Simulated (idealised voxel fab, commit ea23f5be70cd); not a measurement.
The process module that follows is named voxel capacitor over wiring.
Xsec cut, 300 nm wide, square cell size 5 nm.
Bands, listed from the top down, are how a cross-section gets written in this document; the cross-section itself is a grid of square cells, and a band is one or more rows of them. Look at the band entry: it leads with the top's height and the bottom's height in nm. Then it lists the materials left to right, with a width in nm for each. The word "throughout" on a single material says that material fills the band edge to edge. The word "blank" is empty space. Height is counted from the level 0, under which the received wafer is composed throughout of one material. The lowest of the bands is not closed at the bottom but continues downward, in the notation "0 down". Quick explanation for "30..40": the width changes in equal steps down the rows of cells, from the first number in the band's top row to the second number in its bottom row. Any step labelled "remained unchanged" changed none of the cells in the cross-section. Voids not open to the top, 8 cells minimum: see "Voids, sealed". Written width x height at distance; distance is from the left edge; nm. If you see something after the settings on a step's line, that's the simulator's own remark about that step. Steps that use a mask can have "overlay nm" on their line. It says how far the mask sat to the right of where it was meant to be. Negative means to the left.
Plan
1. RECEIVE,material Si
2. CONFORMAL_DEP,material SiO2,thk nm 15
3. DIRECTIONAL_DEP,material TiN,thk nm 5
4. DIRECTIONAL_DEP,material W,thk nm 25
5. PATTERN,tone cover,mask id METAL_1,material resist,width nm 20,pitch nm 85,thk nm 20,overlay nm 0
6. DIRECTIONAL_ETCH,etch materials W,depth nm 25
7. DIRECTIONAL_ETCH,etch materials TiN,depth nm 5
8. STRIP,etch materials resist
9. CONFORMAL_DEP,material SiN,thk nm 5
10. FILL_DEP,material lowk,thk nm 10
11. CMP,height nm 45
12. CONFORMAL_DEP,material SiCN,thk nm 5
13. DIRECTIONAL_DEP,material lowk,thk nm 15
14. DIRECTIONAL_DEP,material aC,thk nm 10
15. PATTERN,tone open,mask id PLUG_1,material resist,width nm 15,thk nm 30,overlay nm 0
16. DIRECTIONAL_ETCH,etch materials aC,depth nm 10
17. STRIP,etch materials resist
18. DIRECTIONAL_ETCH,etch materials lowk,depth nm 15
19. DIRECTIONAL_ETCH,etch materials SiCN,depth nm 5
20. STRIP,etch materials aC
21. EPI,material Ru,thk nm 10
22. EPI,material Ru,thk nm 10
23. DIRECTIONAL_DEP,material TiN,thk nm 5
24. DIRECTIONAL_DEP,material Al2O3,thk nm 5
25. DIRECTIONAL_DEP,material TiN,thk nm 10
26. MASKED_ETCH,tone cover,mask id UPPER_PLATE,width nm 70,etch materials TiN,depth nm 10,overlay nm 0
27. MASKED_ETCH,tone cover,mask id UPPER_PLATE,width nm 70,etch materials Al2O3,depth nm 5,overlay nm 0
28. DIRECTIONAL_DEP,material aC,thk nm 15
29. PATTERN,tone cover,mask id LOWER_PLATE,material resist,width nm 80,thk nm 30,overlay nm 0
30. DIRECTIONAL_ETCH,etch materials aC,depth nm 15
31. STRIP,etch materials resist
32. DIRECTIONAL_ETCH,etch materials TiN,depth nm 5
33. STRIP,etch materials aC
34. FILL_DEP,material SiO2,thk nm 20
35. CMP,height nm 100
36. MASKED_ETCH,tone open,mask id PLUG_2,width nm 15,etch materials SiO2,depth nm 15,overlay nm 0
37. CONFORMAL_DEP,material TiN,thk nm 5
38. FILL_DEP,material Ru,thk nm 10
39. CMP,height nm 100
40. CONFORMAL_DEP,material SiN,thk nm 5
So this is the incoming wafer in cross-section - it's already been through step 1
> 0 down: Si throughout
> Voids, sealed: none
Result of the module, cross-sectioned: start per above, plan per above, one error in how it was run
> 105 to 100: SiN throughout
> 100 to 90: SiO2=110  TiN=5  Ru=5  TiN=5  SiO2=175
> 90 to 85: SiO2=110  TiN=15  SiO2=175
> 85 to 80: SiO2 throughout
> 80 to 70: SiO2=100  TiN=70  SiO2=130
> 70 to 65: SiO2=95  TiN=80  SiO2=125
> 65 to 50: lowk=100  Ru=15  lowk=185
> 50 to 45: SiCN=100  Ru=15  SiCN=185
> 45 to 20: lowk=90  SiN=5  W=20  SiN=5  lowk=55  SiN=5  W=20  SiN=5  lowk=95
> 20 to 15: SiN=95  TiN=20  SiN=65  TiN=20  SiN=100
> 15 to 0: SiO2 throughout
> 0 down: Si throughout
> Voids, sealed: none
It is concluded that the wafer was processed incorrectly with respect to the plan, in that step 24 of the plan was bypassed and not carried out
